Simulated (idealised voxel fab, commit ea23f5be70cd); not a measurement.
Name of the process module below: voxel released beams
Cross-section cut spans 220 nm and uses square cells 5 nm in size.
When this document writes out a cross-section, it uses a grid of square cells and lists it as bands, beginning at the top and moving down, with a band standing for one or more rows of cells.
Band entry format. Leading values: height of top, height of bottom, nm. Remainder: materials in left-to-right order, each with its width in nm. Special words: "all across" on a single material, which then fills the band edge to edge; "air", empty space.
Heads up on the height convention: 0 is the point under which the incoming wafer is all one material, and the lowest band has no bottom, it just keeps going down, like "z 0 and below".
So if you see something like "30->40" for the width, read it as the top row of the band sitting at the first number and the bottom row at the second, with every row in between moving by the same amount as the last.
Given "nothing got changed" for a step, no cell of the cross-section differs between before and after that step.
Basically, "Sealed void listing" tells you about the enclosed voids: empty spaces with no open way to the top, 8 cells or bigger, each written width x height at distance, where distance is from the left edge, all in nm.
Heads up: the bit after the settings on a step's line is the simulator's remark on that step.
overlay nm: how far to the right of its planned place the mask lay on this masked step (negative: to the left).
[List of planned process steps]
| 1 | RECEIVE [material Si] |
| 2 | CONFORMAL_DEP [material Al2O3] [thk nm 10] |
| 3 | DIRECTIONAL_DEP [material SiO2] [thk nm 20] |
| 4 | DIRECTIONAL_DEP [material aC] [thk nm 10] |
| 5 | PATTERN [tone open] [mask id ANCHOR] [material resist] [width nm 45] [thk nm 25] [overlay nm 0] |
| 6 | DIRECTIONAL_ETCH [etch materials aC] [depth nm 10] |
| 7 | STRIP [etch materials resist] |
| 8 | DIRECTIONAL_ETCH [etch materials SiO2] [depth nm 20] |
| 9 | STRIP [etch materials aC] |
| 10 | CONFORMAL_DEP [material polySi] [thk nm 15] |
| 11 | PATTERN [tone cover] [mask id BEAM] [material resist] [width nm 130] [thk nm 15] [overlay nm 0] |
| 12 | DIRECTIONAL_ETCH [etch materials polySi] [depth nm 15] |
| 13 | STRIP [etch materials resist] |
| 14 | STRIP [etch materials SiO2] |
[First of two wafers, with the run carried out as planned]
[As-received wafer cross-section (after step 1)]
* z 0 and below: Si all across
* Sealed void listing: none
[So this is the wafer cross-section right after step 2]
* z 10 to 0: Al2O3 all across
* Everything below 0 is unchanged.
[So this is the wafer cross-section right after step 3]
* z 30 to 10: SiO2 all across
* Everything below 10 is unchanged.
[So this is the wafer cross-section right after step 4]
* z 40 to 30: aC all across
* Everything below 30 is unchanged.
[So this is the wafer cross-section right after step 5]
* z 65 to 40: 45 of resist; 45 of air; 130 of resist
* Everything below 40 is unchanged.
[So this is the wafer cross-section right after step 6]
* z 55 to 40: 45 of resist; 45 of air; 130 of resist
* z 40 to 30: 45 of aC; 45 of air; 130 of aC
* Everything below 30 is unchanged.
[So this is the wafer cross-section right after step 7]
* z 40 to 30: 45 of aC; 45 of air; 130 of aC
* Everything below 30 is unchanged.
[So this is the wafer cross-section right after step 8]
* z 40 to 30: 45 of aC; 45 of air; 130 of aC
* z 30 to 10: 45 of SiO2; 45 of air; 130 of SiO2
* Everything below 10 is unchanged.
[So this is the wafer cross-section right after step 9]
* z 30 to 10: 45 of SiO2; 45 of air; 130 of SiO2
* Everything below 10 is unchanged.
[So this is the wafer cross-section right after step 10]
* z 45 to 30: 60 of polySi; 15 of air; 145 of polySi
* z 30 to 25: 45 of SiO2; 15 of polySi; 15 of air; 15 of polySi; 130 of SiO2
* z 25 to 10: 45 of SiO2; 45 of polySi; 130 of SiO2
* Everything below 10 is unchanged.
[So this is the wafer cross-section right after step 11]
* z 60 to 45: 40 of air; 130 of resist; 50 of air
* z 45 to 30: 60 of polySi; 15 of resist; 145 of polySi
* z 30 to 25: 45 of SiO2; 15 of polySi; 15 of resist; 15 of polySi; 130 of SiO2
* Everything below 25 is unchanged.
[So this is the wafer cross-section right after step 12]
* z 60 to 45: 40 of air; 130 of resist; 50 of air
* z 45 to 30: 40 of air; 20 of polySi; 15 of resist; 95 of polySi; 50 of air
* Everything below 30 is unchanged.
[So this is the wafer cross-section right after step 13]
* z 45 to 30: 40 of air; 20 of polySi; 15 of air; 95 of polySi; 50 of air
* z 30 to 25: 45 of SiO2; 15 of polySi; 15 of air; 15 of polySi; 130 of SiO2
* Everything below 25 is unchanged.
[So this is the wafer cross-section right after step 14]
* z 45 to 30: 40 of air; 20 of polySi; 15 of air; 95 of polySi; 50 of air
* z 30 to 25: 45 of air; 15 of polySi; 15 of air; 15 of polySi; 130 of air
* z 25 to 10: 45 of air; 45 of polySi; 130 of air
* Everything below 10 is unchanged.
[Second wafer: same start and same plan as the first, one execution error; identical to the first through step 1]
[Cross-section of the second wafer corresponding to the planned conclusion of step 2]
* z 20 to 0: SiO2 all across
* Everything below 0 is unchanged.
[Cross-section of the second wafer corresponding to the planned conclusion of step 3]
* z 30 to 20: Al2O3 all across
* Everything below 20 is unchanged.
[Cross-section of the second wafer corresponding to the planned conclusion of step 4]
* z 40 to 30: aC all across
* Everything below 30 is unchanged.
[Cross-section of the second wafer corresponding to the planned conclusion of step 5]
* z 65 to 40: 45 of resist; 45 of air; 130 of resist
* Everything below 40 is unchanged.
[Cross-section of the second wafer corresponding to the planned conclusion of step 6]
* z 55 to 40: 45 of resist; 45 of air; 130 of resist
* z 40 to 30: 45 of aC; 45 of air; 130 of aC
* Everything below 30 is unchanged.
[Cross-section of the second wafer corresponding to the planned conclusion of step 7]
* z 40 to 30: 45 of aC; 45 of air; 130 of aC
* Everything below 30 is unchanged.
Cross-section of the second wafer corresponding to the planned conclusion of step 8: nothing got changed
[Cross-section of the second wafer corresponding to the planned conclusion of step 9]
* z 30 to 20: Al2O3 all across
* Everything below 20 is unchanged.
[Cross-section of the second wafer corresponding to the planned conclusion of step 10]
* z 45 to 30: polySi all across
* Everything below 30 is unchanged.
[Cross-section of the second wafer corresponding to the planned conclusion of step 11]
* z 60 to 45: 40 of air; 130 of resist; 50 of air
* Everything below 45 is unchanged.
[Cross-section of the second wafer corresponding to the planned conclusion of step 12]
* z 60 to 45: 40 of air; 130 of resist; 50 of air
* z 45 to 30: 40 of air; 130 of polySi; 50 of air
* Everything below 30 is unchanged.
[Cross-section of the second wafer corresponding to the planned conclusion of step 13]
* z 45 to 30: 40 of air; 130 of polySi; 50 of air
* Everything below 30 is unchanged.
Cross-section of the second wafer corresponding to the planned conclusion of step 14: nothing got changed
Run error: steps 2 and 3 of the plan were each performed in the slot designated for the other
The second wafer ends with more or fewer cells of some materials than the first, per final count: 176 more of SiO2 | 24 fewer of polySi
